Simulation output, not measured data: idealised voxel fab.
You're looking at the process module voxel trench capacitor.
Displayed cross-section: cut, width of 290 nm, square cells sized 5 nm.
Cross-section spec: square-cell grid; bands listed top down; each band is one or more rows. In this notation a band is specified by the heights of its top and bottom, in that order and in nm, after which its materials appear from left to right, each paired with its width in nm. The word "everywhere" attached to a single material means that material fills the band from edge to edge; the word "empty" stands for empty space. Height reference: 0 = level under which incoming wafer is all one material. Lowest band: no bottom, runs on downward, e.g. "0 nm and below". You'd read "30..40" like this: the band's top row of cells is as wide as the first number, its bottom row is as wide as the second, and going down, every row changes width by the same amount as the row before did. Where a step carries "identical to before", the cross-section came out of it unchanged, cell for cell. Look at "Sealed void listing" for the closed voids: empty spaces with no open path to the top, sized 8 cells or up. Each is width x height at distance, distance from the left edge, all nm. Heads up: the bit after the settings on a step's line is the simulator's remark on that step. On any step carrying a mask, the "overlay nm" setting, if present on the step's line, tells how far right of its planned place the mask lay; negative values point to the left.
Process steps - plan
1 op RECEIVE | material Si
2 op CONFORMAL_DEP | material SiN | thk nm 5
3 op DIRECTIONAL_DEP | material aC | thk nm 10
4 op PATTERN | tone open | mask id TRENCH | material resist | width nm 30 | pitch nm 55 | thk nm 25 | overlay nm 0
5 op DIRECTIONAL_ETCH | etch materials aC | depth nm 10
6 op STRIP | etch materials resist
7 op DIRECTIONAL_ETCH | etch materials SiN | depth nm 5
8 op DIRECTIONAL_ETCH | etch materials Si | depth nm 30
9 op STRIP | etch materials aC
10 op CONFORMAL_DEP | material HfO2 | thk nm 5
11 op CONFORMAL_DEP | material TiN | thk nm 5
12 op FILL_DEP | material W | thk nm 5
13 op CMP | height nm 5
The plan's step 8 depth nm is the first wafer's value; the wafers differ in this setting and start identical.
Cross-section of the first of several received wafers, showing its state after step 1
* 0 nm and below  Si everywhere
* Sealed void listing: none
The figure below presents a cross-section of the first of several wafers at the conclusion of the module, following its last step, step 13
* 5 nm to 0 nm  45 nm SiN, 5 nm HfO2, 5 nm TiN, 10 nm W, 5 nm TiN, 5 nm HfO2, 25 nm SiN, 5 nm HfO2, 5 nm TiN, 10 nm W, 5 nm TiN, 5 nm HfO2, 25 nm SiN, 5 nm HfO2, 5 nm TiN, 10 nm W, 5 nm TiN, 5 nm HfO2, 25 nm SiN, 5 nm HfO2, 5 nm TiN, 10 nm W, 5 nm TiN, 5 nm HfO2, 50 nm SiN
* 0 nm to -20 nm  45 nm Si, 5 nm HfO2, 5 nm TiN, 10 nm W, 5 nm TiN, 5 nm HfO2, 25 nm Si, 5 nm HfO2, 5 nm TiN, 10 nm W, 5 nm TiN, 5 nm HfO2, 25 nm Si, 5 nm HfO2, 5 nm TiN, 10 nm W, 5 nm TiN, 5 nm HfO2, 25 nm Si, 5 nm HfO2, 5 nm TiN, 10 nm W, 5 nm TiN, 5 nm HfO2, 50 nm Si
* -20 nm to -25 nm  45 nm Si, 5 nm HfO2, 20 nm TiN, 5 nm HfO2, 25 nm Si, 5 nm HfO2, 20 nm TiN, 5 nm HfO2, 25 nm Si, 5 nm HfO2, 20 nm TiN, 5 nm HfO2, 25 nm Si, 5 nm HfO2, 20 nm TiN, 5 nm HfO2, 50 nm Si
* -25 nm to -30 nm  45 nm Si, 30 nm HfO2, 25 nm Si, 30 nm HfO2, 25 nm Si, 30 nm HfO2, 25 nm Si, 30 nm HfO2, 50 nm Si
* -30 nm and below  Si everywhere
* Sealed void listing: none
Final wafer cross-section at module end
* 5 nm to 0 nm  45 nm SiN, 5 nm HfO2, 5 nm TiN, 10 nm W, 5 nm TiN, 5 nm HfO2, 25 nm SiN, 5 nm HfO2, 5 nm TiN, 10 nm W, 5 nm TiN, 5 nm HfO2, 25 nm SiN, 5 nm HfO2, 5 nm TiN, 10 nm W, 5 nm TiN, 5 nm HfO2, 25 nm SiN, 5 nm HfO2, 5 nm TiN, 10 nm W, 5 nm TiN, 5 nm HfO2, 50 nm SiN
* 0 nm to -45 nm  45 nm Si, 5 nm HfO2, 5 nm TiN, 10 nm W, 5 nm TiN, 5 nm HfO2, 25 nm Si, 5 nm HfO2, 5 nm TiN, 10 nm W, 5 nm TiN, 5 nm HfO2, 25 nm Si, 5 nm HfO2, 5 nm TiN, 10 nm W, 5 nm TiN, 5 nm HfO2, 25 nm Si, 5 nm HfO2, 5 nm TiN, 10 nm W, 5 nm TiN, 5 nm HfO2, 50 nm Si
* -45 nm to -50 nm  45 nm Si, 5 nm HfO2, 20 nm TiN, 5 nm HfO2, 25 nm Si, 5 nm HfO2, 20 nm TiN, 5 nm HfO2, 25 nm Si, 5 nm HfO2, 20 nm TiN, 5 nm HfO2, 25 nm Si, 5 nm HfO2, 20 nm TiN, 5 nm HfO2, 50 nm Si
* -50 nm to -55 nm  45 nm Si, 30 nm HfO2, 25 nm Si, 30 nm HfO2, 25 nm Si, 30 nm HfO2, 25 nm Si, 30 nm HfO2, 50 nm Si
* -55 nm and below  Si everywhere
* Sealed void listing: none
Rows = wafers. At module end, each row lists per material the cells gained (+) or lost (-) since the wafer was received, then the closed voids
depth nm 30; +72 HfO2; -144 Si; +34 SiN; +56 TiN; +40 W; Sealed void listing: none
depth nm 35; +80 HfO2; -168 Si; +34 SiN; +64 TiN; +48 W; Sealed void listing: none
depth nm 40; +88 HfO2; -192 Si; +34 SiN; +72 TiN; +56 W; Sealed void listing: none
depth nm 45; +96 HfO2; -216 Si; +34 SiN; +80 TiN; +64 W; Sealed void listing: none
depth nm 50; +104 HfO2; -240 Si; +34 SiN; +88 TiN; +72 W; Sealed void listing: none
depth nm 55; +112 HfO2; -264 Si; +34 SiN; +96 TiN; +80 W; Sealed void listing: none
